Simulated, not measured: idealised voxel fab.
process module | voxel self aligned vias
cross-section cut | 240 nm wide | cells 5 nm
A cross-section is a grid of square cells, given in bands from the top down. A band is one or more rows of cells.
Each band's line starts with the height of the band's top and of its bottom, in nm. Then come its materials from left to right, each with its width in nm. One material with "throughout" fills the band from edge to edge. "air" is empty space.
Height 0 is the level under which the wafer as received is all one material. The lowest band goes on downwards, as in "0 down".
A width such as "30 to 40" changes by the same amount from each row of cells to the next, from the band's top row to its bottom row.
"no change" after a step means that no cell of the cross-section changed.
closed voids: empty space of 8 cells or more with no open way to the top, each as width x height at its distance from the left edge, in nm
after a step's settings: what the simulator itself notes on the step
overlay nm, on a step with a mask: how far to the right of its planned place the mask lay; to the left if negative
plan
1 op RECEIVE | material Si
2 op CONFORMAL_DEP | material SiO2 | thk nm 10
3 op CONFORMAL_DEP | material SiCN | thk nm 5
4 op DIRECTIONAL_DEP | material SiO2 | thk nm 25
5 op PATTERN | tone open | mask id LINES | material resist | width nm 20 | pitch nm 65 | thk nm 15 | overlay nm 0
6 op DIRECTIONAL_ETCH | etch materials SiO2 | depth nm 25
7 op STRIP | etch materials resist
8 op CONFORMAL_DEP | material TiN | thk nm 5
9 op FILL_DEP | material W | thk nm 10
10 op CMP | height nm 40
11 op SELECTIVE_ETCH | etch materials W Ru TiN | depth nm 10
12 op FILL_DEP | material SiN | thk nm 5
13 op CMP | height nm 40
14 op DIRECTIONAL_DEP | material SiO2 | thk nm 15
15 op DIRECTIONAL_DEP | material aC | thk nm 10
16 op PATTERN | tone open | mask id VIAS | material resist | width nm 40 | pitch nm 65 | thk nm 30 | overlay nm 0
17 op DIRECTIONAL_ETCH | etch materials aC | depth nm 10
18 op STRIP | etch materials resist
19 op DIRECTIONAL_ETCH | etch materials SiO2 | depth nm 15
20 op DIRECTIONAL_ETCH | etch materials SiN | depth nm 10
21 op STRIP | etch materials aC
22 op CONFORMAL_DEP | material TiN | thk nm 5
23 op FILL_DEP | material Ru | thk nm 5
24 op CMP | height nm 55
25 op CONFORMAL_DEP | material SiN | thk nm 5
as received, after step 1
  0 down: Si throughout
  closed voids: none
first wafer at the end, as planned
  60 to 55: SiN throughout
  55 to 45: SiO2 65 | TiN 5 | Ru 30 | TiN 5 | SiO2 25 | TiN 5 | Ru 30 | TiN 5 | SiO2 70
  45 to 35: SiO2 65 to 75 | TiN 15 to 5 | Ru 10 | TiN 15 to 5 | SiO2 25 to 45 | TiN 15 to 5 | Ru 10 | TiN 15 to 5 | SiO2 70 to 80
  35 to 30: SiO2 75 | TiN 20 | SiO2 45 | TiN 20 | SiO2 80
  30 to 20: SiO2 75 | TiN 5 | W 10 | TiN 5 | SiO2 45 | TiN 5 | W 10 | TiN 5 | SiO2 80
  20 to 15: SiO2 75 | TiN 20 | SiO2 45 | TiN 20 | SiO2 80
  15 to 10: SiCN throughout
  10 to 0: SiO2 throughout
  0 down: Si throughout
  closed voids: none
second wafer at the end: like start, like plan, one mistake
  60 to 55: SiN throughout
  55 to 45: SiO2 75 | TiN 5 | Ru 30 | TiN 5 | SiO2 25 | TiN 5 | Ru 30 | TiN 5 | SiO2 60
  45 to 35: SiO2 75 | TiN 5 | Ru 10 | TiN 25 to 5 | SiO2 25 to 45 | TiN 5 | Ru 10 | TiN 25 to 5 | SiO2 60 to 80
  35 to 30: SiO2 75 | TiN 20 | SiO2 45 | TiN 20 | SiO2 80
  30 to 20: SiO2 75 | TiN 5 | W 10 | TiN 5 | SiO2 45 | TiN 5 | W 10 | TiN 5 | SiO2 80
  20 to 15: SiO2 75 | TiN 20 | SiO2 45 | TiN 20 | SiO2 80
  15 to 10: SiCN throughout
  10 to 0: SiO2 throughout
  0 down: Si throughout
  closed voids: none
what went wrong: step 16 ran as: op PATTERN | tone open | mask id VIAS | material resist | width nm 40 | pitch nm 65 | thk nm 30 | overlay nm 10
at the end the second wafer has, in cells: as many of each material as the first, in other places
